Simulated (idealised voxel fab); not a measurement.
The process module that follows is named voxel self aligned vias.
Square cell edge 5 nm, section width 225 nm, ID cut.
If you're reading a cross-section in this doc, picture square cells in a grid; it comes to you as bands, top ones listed first down to the bottom, and a band can be one or more rows of cells. Band: top and bottom heights (nm) first, top before bottom; then materials from left to right, widths in nm. "edge to edge" marks a sole material filling the band edge to edge. "blank" denotes empty space. Height is counted from the level 0, under which the received wafer is composed throughout of one material. The lowest of the bands is not closed at the bottom but continues downward, in the notation "0 -> down". The two numbers in a width such as "30 to 40" mark its ends across the band: the first belongs to the top row of cells, the second to the bottom row, and from each row to the next the width moves by the same amount. Take "identical to before" at face value: in the step it is given for, the cross-section changed in none of its cells. Heads up: "Closed internal cavities" only lists the empty pockets with no open path to the top that are 8 cells or more, and it writes them as width x height at distance, distance from the left edge, in nm. Note: text after step settings on the step line = simulator remark on that step. overlay nm: step with mask; distance mask lay right of planned place; negative value = left of planned place.

## These are the steps we planned for the process
1) op RECEIVE | material Si
2) op CONFORMAL_DEP | material SiO2 | thk nm 15
3) op CONFORMAL_DEP | material SiCN | thk nm 5
4) op DIRECTIONAL_DEP | material SiO2 | thk nm 25
5) op MASKED_ETCH | tone open | mask id LINES | width nm 25 | pitch nm 55 | etch materials SiO2 | depth nm 25 | overlay nm 0
6) op CONFORMAL_DEP | material TiN | thk nm 5
7) op FILL_DEP | material W | thk nm 10
8) op CMP | height nm 45
9) op SELECTIVE_ETCH | etch materials W Ru TiN | depth nm 5
10) op FILL_DEP | material SiN | thk nm 5
11) op CMP | height nm 45
12) op DIRECTIONAL_DEP | material SiO2 | thk nm 15
13) op MASKED_ETCH | tone open | mask id VIAS | width nm 35 | pitch nm 55 | etch materials SiO2 | depth nm 15 | overlay nm 0
14) op MASKED_ETCH | tone open | mask id VIAS | width nm 35 | pitch nm 55 | etch materials SiN | depth nm 5 | overlay nm 0
15) op CONFORMAL_DEP | material TiN | thk nm 5
16) op FILL_DEP | material W | thk nm 10
17) op CMP | height nm 60
18) op CONFORMAL_DEP | material SiN | thk nm 5

## As received (post step 1): cross-section
- 0 -> down  Si edge to edge
- Closed internal cavities: none

## Post-module cross-section of the first of two wafers (run per plan)
- 65 -> 60  SiN edge to edge
- 60 -> 50  65 SiO2, then 5 TiN, then 25 W, then 5 TiN, then 20 SiO2, then 5 TiN, then 25 W, then 5 TiN, then 70 SiO2
- 50 -> 45  65 SiO2, then 10 TiN, then 15 W, then 10 TiN, then 20 SiO2, then 10 TiN, then 15 W, then 10 TiN, then 70 SiO2
- 45 -> 40  70 SiO2, then 25 TiN, then 30 SiO2, then 25 TiN, then 75 SiO2
- 40 -> 25  70 SiO2, then 5 TiN, then 15 W, then 5 TiN, then 30 SiO2, then 5 TiN, then 15 W, then 5 TiN, then 75 SiO2
- 25 -> 20  70 SiO2, then 25 TiN, then 30 SiO2, then 25 TiN, then 75 SiO2
- 20 -> 15  SiCN edge to edge
- 15 -> 0  SiO2 edge to edge
- 0 -> down  Si edge to edge
- Closed internal cavities: none

## Wafer two, sectioned after the module: the first wafer's start, the first wafer's plan, and one mistake in how it was run
- 65 -> 60  SiN edge to edge
- 60 -> 50  65 SiO2, then 5 TiN, then 25 W, then 5 TiN, then 20 SiO2, then 5 TiN, then 25 W, then 5 TiN, then 70 SiO2
- 50 -> 45  65 SiO2, then 15 TiN, then 10 W, then 10 TiN, then 20 SiO2, then 15 TiN, then 10 W, then 10 TiN, then 70 SiO2
- 45 -> 40  75 SiO2, then 20 TiN, then 35 SiO2, then 20 TiN, then 75 SiO2
- 40 -> 25  75 SiO2, then 5 TiN, then 10 W, then 5 TiN, then 35 SiO2, then 5 TiN, then 10 W, then 5 TiN, then 75 SiO2
- 25 -> 20  75 SiO2, then 20 TiN, then 35 SiO2, then 20 TiN, then 75 SiO2
- 20 -> 15  SiCN edge to edge
- 15 -> 0  SiO2 edge to edge
- 0 -> down  Si edge to edge
- Closed internal cavities: none
Misprocessing identified: step 5 deviated from plan and actually ran as op MASKED_ETCH | tone open | mask id LINES | width nm 20 | pitch nm 55 | etch materials SiO2 | depth nm 25 | overlay nm 0
End of process, cell counts, second wafer against first, materials with more or fewer: 10 more of SiO2 | 2 fewer of TiN | 8 fewer of W
